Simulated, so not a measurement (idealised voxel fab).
The process module that follows is named voxel self aligned contacts.
The cross-section shown here is cut; it is 250 nm wide and divided into square cells measuring 5 nm on a side.
In this document a cross-section is written as a grid of square cells. It is given as a series of bands, listed from the top down, and a band is one or more rows of cells.
This entry defines a band. It first specifies the height of the band's top and the height of its bottom in nm, and then specifies the band's materials from left to right, stating each material with its width in nm. The word "everywhere" identifies a single material that fills the band from edge to edge, while the word "empty" identifies empty space.
Height datum 0, below which the as-received substrate wafer is one material. Lowest band open at the bottom, running downward: "top 0, no bottom".
When a width is written as two numbers, as in "30->40", the first number is the width in the top row of cells of the band and the second is the width in its bottom row, and the width changes by the same amount from each row to the next.
Where the words "changes: none" appear for a step, the cross-section shows no cell changed by that step; every cell remained as before.
In "Cavities, closed" the enclosed voids are listed, meaning empty spaces of 8 cells or larger without any opening to the top. The form is width x height at distance, distance from the left edge, units nm.
after a step's settings: what the simulator itself notes on the step
overlay nm: right-of-plan distance of the mask on a masked step; negative values mean left-of-plan.

**Planned process steps**
| 1 | RECEIVE: material Si |
| 2 | OXIDIZE: depth nm 5 |
| 3 | DIRECTIONAL_DEP: material polySi, thk nm 25 |
| 4 | DIRECTIONAL_DEP: material SiN, thk nm 25 |
| 5 | DIRECTIONAL_DEP: material aC, thk nm 15 |
| 6 | PATTERN: tone cover, mask id GATE, material resist, width nm 25, pitch nm 65, thk nm 30, overlay nm 0 |
| 7 | DIRECTIONAL_ETCH: etch materials aC, depth nm 15 |
| 8 | STRIP: etch materials resist |
| 9 | DIRECTIONAL_ETCH: etch materials SiN, depth nm 25 |
| 10 | DIRECTIONAL_ETCH: etch materials polySi, depth nm 25 |
| 11 | STRIP: etch materials aC |
| 12 | CONFORMAL_DEP: material SiN, thk nm 10 |
| 13 | DIRECTIONAL_ETCH: etch materials SiN, depth nm 10 |
| 14 | FILL_DEP: material SiO2, thk nm 15 |
| 15 | CMP: height nm 60 |
| 16 | PATTERN: tone open, mask id CONTACT, material resist, width nm 50, pitch nm 65, thk nm 20, overlay nm 0 |
| 17 | DIRECTIONAL_ETCH: etch materials SiO2, depth nm 65 |
| 18 | STRIP: etch materials resist |
| 19 | CONFORMAL_DEP: material TiN, thk nm 5 |
| 20 | FILL_DEP: material W, thk nm 5 |
| 21 | CMP: height nm 60 |
| 22 | CONFORMAL_DEP: material SiN, thk nm 5 |

**Of two wafers, the first: run according to plan**

**The cross-section here shows the wafer as received, i.e. in its state after step 1**
  top 0, no bottom: Si everywhere
  Cavities, closed: none

**Cross-sectional representation of the wafer at the conclusion of step 2**
  top 0, bottom -5: SiO2 everywhere
  Everything under -5 stays put, no change at all.

**Cross-sectional representation of the wafer at the conclusion of step 3**
  top 25, bottom 0: polySi everywhere
  Everything under 0 stays put, no change at all.

**Cross-sectional representation of the wafer at the conclusion of step 4**
  top 50, bottom 25: SiN everywhere
  Everything under 25 stays put, no change at all.

**Cross-sectional representation of the wafer at the conclusion of step 5**
  top 65, bottom 50: aC everywhere
  Everything under 50 stays put, no change at all.

**Cross-sectional representation of the wafer at the conclusion of step 6**
  top 95, bottom 65: empty (45), resist (25), empty (40), resist (25), empty (40), resist (25), empty (50)
  Everything under 65 stays put, no change at all.

**Cross-sectional representation of the wafer at the conclusion of step 7**
  top 80, bottom 65: empty (45), resist (25), empty (40), resist (25), empty (40), resist (25), empty (50)
  top 65, bottom 50: empty (45), aC (25), empty (40), aC (25), empty (40), aC (25), empty (50)
  Everything under 50 stays put, no change at all.

**Cross-sectional representation of the wafer at the conclusion of step 8**
  top 65, bottom 50: empty (45), aC (25), empty (40), aC (25), empty (40), aC (25), empty (50)
  Everything under 50 stays put, no change at all.

**Cross-sectional representation of the wafer at the conclusion of step 9**
  top 65, bottom 50: empty (45), aC (25), empty (40), aC (25), empty (40), aC (25), empty (50)
  top 50, bottom 25: empty (45), SiN (25), empty (40), SiN (25), empty (40), SiN (25), empty (50)
  Everything under 25 stays put, no change at all.

**Cross-sectional representation of the wafer at the conclusion of step 10**
  top 65, bottom 50: empty (45), aC (25), empty (40), aC (25), empty (40), aC (25), empty (50)
  top 50, bottom 25: empty (45), SiN (25), empty (40), SiN (25), empty (40), SiN (25), empty (50)
  top 25, bottom 0: empty (45), polySi (25), empty (40), polySi (25), empty (40), polySi (25), empty (50)
  Everything under 0 stays put, no change at all.

**Cross-sectional representation of the wafer at the conclusion of step 11**
  top 50, bottom 25: empty (45), SiN (25), empty (40), SiN (25), empty (40), SiN (25), empty (50)
  Everything under 25 stays put, no change at all.

**Cross-sectional representation of the wafer at the conclusion of step 12**
  top 60, bottom 25: empty (35), SiN (45), empty (20), SiN (45), empty (20), SiN (45), empty (40)
  top 25, bottom 10: empty (35), SiN (10), polySi (25), SiN (10), empty (20), SiN (10), polySi (25), SiN (10), empty (20), SiN (10), polySi (25), SiN (10), empty (40)
  top 10, bottom 0: SiN (45), polySi (25), SiN (40), polySi (25), SiN (40), polySi (25), SiN (50)
  Everything under 0 stays put, no change at all.

**Cross-sectional representation of the wafer at the conclusion of step 13**
  top 50, bottom 25: empty (35), SiN (45), empty (20), SiN (45), empty (20), SiN (45), empty (40)
  top 25, bottom 0: empty (35), SiN (10), polySi (25), SiN (10), empty (20), SiN (10), polySi (25), SiN (10), empty (20), SiN (10), polySi (25), SiN (10), empty (40)
  Everything under 0 stays put, no change at all.

**Cross-sectional representation of the wafer at the conclusion of step 14**
  top 65, bottom 50: SiO2 everywhere
  top 50, bottom 25: SiO2 (35), SiN (45), SiO2 (20), SiN (45), SiO2 (20), SiN (45), SiO2 (40)
  top 25, bottom 0: SiO2 (35), SiN (10), polySi (25), SiN (10), SiO2 (20), SiN (10), polySi (25), SiN (10), SiO2 (20), SiN (10), polySi (25), SiN (10), SiO2 (40)
  Everything under 0 stays put, no change at all.

**Cross-sectional representation of the wafer at the conclusion of step 15**
  top 60, bottom 50: SiO2 everywhere
  Everything under 50 stays put, no change at all.

**Cross-sectional representation of the wafer at the conclusion of step 16**
  top 80, bottom 60: resist (65), empty (50), resist (15), empty (50), resist (70)
  Everything under 60 stays put, no change at all.

**Cross-sectional representation of the wafer at the conclusion of step 17**
  top 80, bottom 60: resist (65), empty (50), resist (15), empty (50), resist (70)
  top 60, bottom 50: SiO2 (65), empty (50), SiO2 (15), empty (50), SiO2 (70)
  top 50, bottom 25: SiO2 (35), SiN (45), empty (20), SiN (45), empty (20), SiN (45), SiO2 (40)
  top 25, bottom 0: SiO2 (35), SiN (10), polySi (25), SiN (10), empty (20), SiN (10), polySi (25), SiN (10), empty (20), SiN (10), polySi (25), SiN (10), SiO2 (40)
  top 0, bottom -5: SiO2 (80), empty (20), SiO2 (45), empty (20), SiO2 (85)
  Everything under -5 stays put, no change at all.

**Cross-sectional representation of the wafer at the conclusion of step 18**
  top 60, bottom 50: SiO2 (65), empty (50), SiO2 (15), empty (50), SiO2 (70)
  Everything under 50 stays put, no change at all.

**Cross-sectional representation of the wafer at the conclusion of step 19**
  top 65, bottom 60: TiN (70), empty (40), TiN (25), empty (40), TiN (75)
  top 60, bottom 50: SiO2 (65), TiN (5->20), empty (40->10), TiN (5->20), SiO2 (15), TiN (5->20), empty (40->10), TiN (5->20), SiO2 (70)
  top 50, bottom 25: SiO2 (35), SiN (45), TiN (5), empty (10), TiN (5), SiN (45), TiN (5), empty (10), TiN (5), SiN (45), SiO2 (40)
  top 25, bottom 0: SiO2 (35), SiN (10), polySi (25), SiN (10), TiN (5), empty (10), TiN (5), SiN (10), polySi (25), SiN (10), TiN (5), empty (10), TiN (5), SiN (10), polySi (25), SiN (10), SiO2 (40)
  top 0, bottom -5: SiO2 (80), TiN (20), SiO2 (45), TiN (20), SiO2 (85)
  Everything under -5 stays put, no change at all.

**Cross-sectional representation of the wafer at the conclusion of step 20**
  top 70, bottom 65: W everywhere
  top 65, bottom 60: TiN (70), W (40), TiN (25), W (40), TiN (75)
  top 60, bottom 50: SiO2 (65), TiN (5->20), W (40->10), TiN (5->20), SiO2 (15), TiN (5->20), W (40->10), TiN (5->20), SiO2 (70)
  top 50, bottom 25: SiO2 (35), SiN (45), TiN (5), W (10), TiN (5), SiN (45), TiN (5), W (10), TiN (5), SiN (45), SiO2 (40)
  top 25, bottom 0: SiO2 (35), SiN (10), polySi (25), SiN (10), TiN (5), W (10), TiN (5), SiN (10), polySi (25), SiN (10), TiN (5), W (10), TiN (5), SiN (10), polySi (25), SiN (10), SiO2 (40)
  Everything under 0 stays put, no change at all.

**Cross-sectional representation of the wafer at the conclusion of step 21**
  top 60, bottom 50: SiO2 (65), TiN (5->20), W (40->10), TiN (5->20), SiO2 (15), TiN (5->20), W (40->10), TiN (5->20), SiO2 (70)
  Everything under 50 stays put, no change at all.

**Cross-sectional representation of the wafer at the conclusion of step 22**
  top 65, bottom 60: SiN everywhere
  Everything under 60 stays put, no change at all.

**For the second wafer, take the first wafer's start and plan, then add one mistake made in running it; everything through step 1, that step included, is shared with the first**

**Cross-sectional view of the second wafer at the intended end time of process step 2**
  top 0, bottom -10: SiO2 everywhere
  Everything under -10 stays put, no change at all.

**Cross-sectional view of the second wafer at the intended end time of process step 3**
  top 25, bottom 0: polySi everywhere
  Everything under 0 stays put, no change at all.

**Cross-sectional view of the second wafer at the intended end time of process step 4**
  top 50, bottom 25: SiN everywhere
  Everything under 25 stays put, no change at all.

**Cross-sectional view of the second wafer at the intended end time of process step 5**
  top 65, bottom 50: aC everywhere
  Everything under 50 stays put, no change at all.

**Cross-sectional view of the second wafer at the intended end time of process step 6**
  top 95, bottom 65: empty (45), resist (25), empty (40), resist (25), empty (40), resist (25), empty (50)
  Everything under 65 stays put, no change at all.

**Cross-sectional view of the second wafer at the intended end time of process step 7**
  top 80, bottom 65: empty (45), resist (25), empty (40), resist (25), empty (40), resist (25), empty (50)
  top 65, bottom 50: empty (45), aC (25), empty (40), aC (25), empty (40), aC (25), empty (50)
  Everything under 50 stays put, no change at all.

**Cross-sectional view of the second wafer at the intended end time of process step 8**
  top 65, bottom 50: empty (45), aC (25), empty (40), aC (25), empty (40), aC (25), empty (50)
  Everything under 50 stays put, no change at all.

**Cross-sectional view of the second wafer at the intended end time of process step 9**
  top 65, bottom 50: empty (45), aC (25), empty (40), aC (25), empty (40), aC (25), empty (50)
  top 50, bottom 25: empty (45), SiN (25), empty (40), SiN (25), empty (40), SiN (25), empty (50)
  Everything under 25 stays put, no change at all.

**Cross-sectional view of the second wafer at the intended end time of process step 10**
  top 65, bottom 50: empty (45), aC (25), empty (40), aC (25), empty (40), aC (25), empty (50)
  top 50, bottom 25: empty (45), SiN (25), empty (40), SiN (25), empty (40), SiN (25), empty (50)
  top 25, bottom 0: empty (45), polySi (25), empty (40), polySi (25), empty (40), polySi (25), empty (50)
  Everything under 0 stays put, no change at all.

**Cross-sectional view of the second wafer at the intended end time of process step 11**
  top 50, bottom 25: empty (45), SiN (25), empty (40), SiN (25), empty (40), SiN (25), empty (50)
  Everything under 25 stays put, no change at all.

**Cross-sectional view of the second wafer at the intended end time of process step 12**
  top 60, bottom 25: empty (35), SiN (45), empty (20), SiN (45), empty (20), SiN (45), empty (40)
  top 25, bottom 10: empty (35), SiN (10), polySi (25), SiN (10), empty (20), SiN (10), polySi (25), SiN (10), empty (20), SiN (10), polySi (25), SiN (10), empty (40)
  top 10, bottom 0: SiN (45), polySi (25), SiN (40), polySi (25), SiN (40), polySi (25), SiN (50)
  Everything under 0 stays put, no change at all.

**Cross-sectional view of the second wafer at the intended end time of process step 13**
  top 50, bottom 25: empty (35), SiN (45), empty (20), SiN (45), empty (20), SiN (45), empty (40)
  top 25, bottom 0: empty (35), SiN (10), polySi (25), SiN (10), empty (20), SiN (10), polySi (25), SiN (10), empty (20), SiN (10), polySi (25), SiN (10), empty (40)
  Everything under 0 stays put, no change at all.

**Cross-sectional view of the second wafer at the intended end time of process step 14**
  top 65, bottom 50: SiO2 everywhere
  top 50, bottom 25: SiO2 (35), SiN (45), SiO2 (20), SiN (45), SiO2 (20), SiN (45), SiO2 (40)
  top 25, bottom 0: SiO2 (35), SiN (10), polySi (25), SiN (10), SiO2 (20), SiN (10), polySi (25), SiN (10), SiO2 (20), SiN (10), polySi (25), SiN (10), SiO2 (40)
  Everything under 0 stays put, no change at all.

**Cross-sectional view of the second wafer at the intended end time of process step 15**
  top 60, bottom 50: SiO2 everywhere
  Everything under 50 stays put, no change at all.

**Cross-sectional view of the second wafer at the intended end time of process step 16**
  top 80, bottom 60: resist (65), empty (50), resist (15), empty (50), resist (70)
  Everything under 60 stays put, no change at all.

**Cross-sectional view of the second wafer at the intended end time of process step 17**
  top 80, bottom 60: resist (65), empty (50), resist (15), empty (50), resist (70)
  top 60, bottom 50: SiO2 (65), empty (50), SiO2 (15), empty (50), SiO2 (70)
  top 50, bottom 25: SiO2 (35), SiN (45), empty (20), SiN (45), empty (20), SiN (45), SiO2 (40)
  top 25, bottom 0: SiO2 (35), SiN (10), polySi (25), SiN (10), empty (20), SiN (10), polySi (25), SiN (10), empty (20), SiN (10), polySi (25), SiN (10), SiO2 (40)
  top 0, bottom -5: SiO2 (80), empty (20), SiO2 (45), empty (20), SiO2 (85)
  Everything under -5 stays put, no change at all.

**Cross-sectional view of the second wafer at the intended end time of process step 18**
  top 60, bottom 50: SiO2 (65), empty (50), SiO2 (15), empty (50), SiO2 (70)
  Everything under 50 stays put, no change at all.

**Cross-sectional view of the second wafer at the intended end time of process step 19**
  top 65, bottom 60: TiN (70), empty (40), TiN (25), empty (40), TiN (75)
  top 60, bottom 50: SiO2 (65), TiN (5->20), empty (40->10), TiN (5->20), SiO2 (15), TiN (5->20), empty (40->10), TiN (5->20), SiO2 (70)
  top 50, bottom 25: SiO2 (35), SiN (45), TiN (5), empty (10), TiN (5), SiN (45), TiN (5), empty (10), TiN (5), SiN (45), SiO2 (40)
  top 25, bottom 0: SiO2 (35), SiN (10), polySi (25), SiN (10), TiN (5), empty (10), TiN (5), SiN (10), polySi (25), SiN (10), TiN (5), empty (10), TiN (5), SiN (10), polySi (25), SiN (10), SiO2 (40)
  top 0, bottom -5: SiO2 (80), TiN (20), SiO2 (45), TiN (20), SiO2 (85)
  Everything under -5 stays put, no change at all.

**Cross-sectional view of the second wafer at the intended end time of process step 20**
  top 70, bottom 65: W everywhere
  top 65, bottom 60: TiN (70), W (40), TiN (25), W (40), TiN (75)
  top 60, bottom 50: SiO2 (65), TiN (5->20), W (40->10), TiN (5->20), SiO2 (15), TiN (5->20), W (40->10), TiN (5->20), SiO2 (70)
  top 50, bottom 25: SiO2 (35), SiN (45), TiN (5), W (10), TiN (5), SiN (45), TiN (5), W (10), TiN (5), SiN (45), SiO2 (40)
  top 25, bottom 0: SiO2 (35), SiN (10), polySi (25), SiN (10), TiN (5), W (10), TiN (5), SiN (10), polySi (25), SiN (10), TiN (5), W (10), TiN (5), SiN (10), polySi (25), SiN (10), SiO2 (40)
  Everything under 0 stays put, no change at all.

**Cross-sectional view of the second wafer at the intended end time of process step 21**
  top 60, bottom 50: SiO2 (65), TiN (5->20), W (40->10), TiN (5->20), SiO2 (15), TiN (5->20), W (40->10), TiN (5->20), SiO2 (70)
  Everything under 50 stays put, no change at all.

**Cross-sectional view of the second wafer at the intended end time of process step 22**
  top 65, bottom 60: SiN everywhere
  Everything under 60 stays put, no change at all.
Diagnosis: so step 2 ended up running with a different setting than we planned, it ran as OXIDIZE: depth nm 10
Wrapping up, a cell-based count of both wafers puts the second over or under the first for these materials: 50 fewer of Si | 50 more of SiO2
